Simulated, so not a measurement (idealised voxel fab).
A process module follows: voxel self aligned vias.
We display cut, a cross-section 220 nm in width whose square cells are each 5 nm.
Each cross-section below is a grid of square cells, stated as bands in top-down order, with one or more rows of cells making up each band. Each band's line starts with the height of the band's top and of its bottom, in nm. Then come its materials from left to right, each with its width in nm. One material with "everywhere" fills the band from edge to edge. "empty" is empty space. Height is counted from the level 0, under which the received wafer is composed throughout of one material. The lowest of the bands is not closed at the bottom but continues downward, in the notation "0 down". A width such as "30..40" changes by the same amount from each row of cells to the next, from the band's top row to its bottom row. "no alterations made" -> step changed no cross-section cell. "Closed void inventory" contains a list of empty spaces, each no smaller than 8 cells and without an open way to the top, written in the form width x height at distance with the distance from the left edge and all three in nm. Past the settings on a step's line: simulator remark, on that step. overlay nm: on a step with a mask, how far right of its planned place the mask lay; negative means left.

-- Process steps - plan
1,RECEIVE [material Si]
2,CONFORMAL_DEP [material SiO2] [thk nm 10]
3,CONFORMAL_DEP [material SiCN] [thk nm 5]
4,DIRECTIONAL_DEP [material SiO2] [thk nm 20]
5,MASKED_ETCH [tone open] [mask id LINES] [width nm 20] [pitch nm 65] [etch materials SiO2] [depth nm 20] [overlay nm -15]
6,CONFORMAL_DEP [material TiN] [thk nm 5]
7,FILL_DEP [material Ru] [thk nm 5]
8,CMP [height nm 35]
9,SELECTIVE_ETCH [etch materials W Ru TiN] [depth nm 5]
10,FILL_DEP [material SiN] [thk nm 5]
11,CMP [height nm 35]
12,DIRECTIONAL_DEP [material SiO2] [thk nm 20]
13,DIRECTIONAL_DEP [material aC] [thk nm 15]
14,PATTERN [tone open] [mask id VIAS] [material resist] [width nm 40] [pitch nm 130] [thk nm 35] [overlay nm 0]
15,DIRECTIONAL_ETCH [etch materials aC] [depth nm 15]
16,STRIP [etch materials resist]
17,DIRECTIONAL_ETCH [etch materials SiO2] [depth nm 20]
18,DIRECTIONAL_ETCH [etch materials SiN] [depth nm 5]
19,STRIP [etch materials aC]
20,CONFORMAL_DEP [material TiN] [thk nm 5]
21,FILL_DEP [material Ru] [thk nm 5]
22,CMP [height nm 55]
23,CONFORMAL_DEP [material SiN] [thk nm 5]
What sets these wafers apart? The overlay nm at step 5. They all start alike, and the plan carries the first wafer's value.

-- Received condition of the first of several wafers, sectioned: post-step 1
  0 down = Si everywhere
  Closed void inventory: none

-- The first of several wafers, seen in cross-section after the module's last step, step 23
  60 to 55 = SiN everywhere
  55 to 40 = SiO2: 25  TiN: 5  Ru: 30  TiN: 5  SiO2: 90  TiN: 5  Ru: 30  TiN: 5  SiO2: 25
  40 to 35 = SiO2: 25  TiN: 5  Ru: 5  TiN: 30  SiO2: 90  TiN: 5  Ru: 5  TiN: 30  SiO2: 25
  35 to 30 = SiO2: 20  SiN: 5  TiN: 15  SiO2: 45  SiN: 20  SiO2: 45  SiN: 5  TiN: 15  SiO2: 50
  30 to 20 = SiO2: 20  TiN: 5  Ru: 10  TiN: 5  SiO2: 45  TiN: 5  Ru: 10  TiN: 5  SiO2: 45  TiN: 5  Ru: 10  TiN: 5  SiO2: 50
  20 to 15 = SiO2: 20  TiN: 20  SiO2: 45  TiN: 20  SiO2: 45  TiN: 20  SiO2: 50
  15 to 10 = SiCN everywhere
  10 to 0 = SiO2 everywhere
  0 down = Si everywhere
  Closed void inventory: none

-- Sectional view of the last wafer upon completion of the module
  60 to 55 = SiN everywhere
  55 to 40 = SiO2: 25  TiN: 5  Ru: 30  TiN: 5  SiO2: 90  TiN: 5  Ru: 30  TiN: 5  SiO2: 25
  40 to 35 = SiO2: 25  TiN: 30  Ru: 5  TiN: 5  SiO2: 90  TiN: 30  Ru: 5  TiN: 5  SiO2: 25
  35 to 30 = SiO2: 50  TiN: 15  SiN: 5  SiO2: 45  SiN: 20  SiO2: 45  TiN: 15  SiN: 5  SiO2: 20
  30 to 20 = SiO2: 50  TiN: 5  Ru: 10  TiN: 5  SiO2: 45  TiN: 5  Ru: 10  TiN: 5  SiO2: 45  TiN: 5  Ru: 10  TiN: 5  SiO2: 20
  20 to 15 = SiO2: 50  TiN: 20  SiO2: 45  TiN: 20  SiO2: 45  TiN: 20  SiO2: 20
  15 to 10 = SiCN everywhere
  10 to 0 = SiO2 everywhere
  0 down = Si everywhere
  Closed void inventory: none

-- Per-wafer rows below. For each material: cells gained (+) or lost (-) since the wafer was received, as of end of module. Then: closed voids
overlay nm -15; +50 Ru; +44 SiCN; +50 SiN; +328 SiO2; +56 TiN; Closed void inventory: none
overlay nm -10; +52 Ru; +44 SiCN; +48 SiN; +328 SiO2; +56 TiN; Closed void inventory: none
overlay nm -5; +52 Ru; +44 SiCN; +48 SiN; +328 SiO2; +56 TiN; Closed void inventory: none
overlay nm 0; +52 Ru; +44 SiCN; +48 SiN; +328 SiO2; +56 TiN; Closed void inventory: none
overlay nm 5; +52 Ru; +44 SiCN; +48 SiN; +328 SiO2; +56 TiN; Closed void inventory: none
overlay nm 10; +52 Ru; +44 SiCN; +48 SiN; +328 SiO2; +56 TiN; Closed void inventory: none
overlay nm 15; +50 Ru; +44 SiCN; +50 SiN; +328 SiO2; +56 TiN; Closed void inventory: none
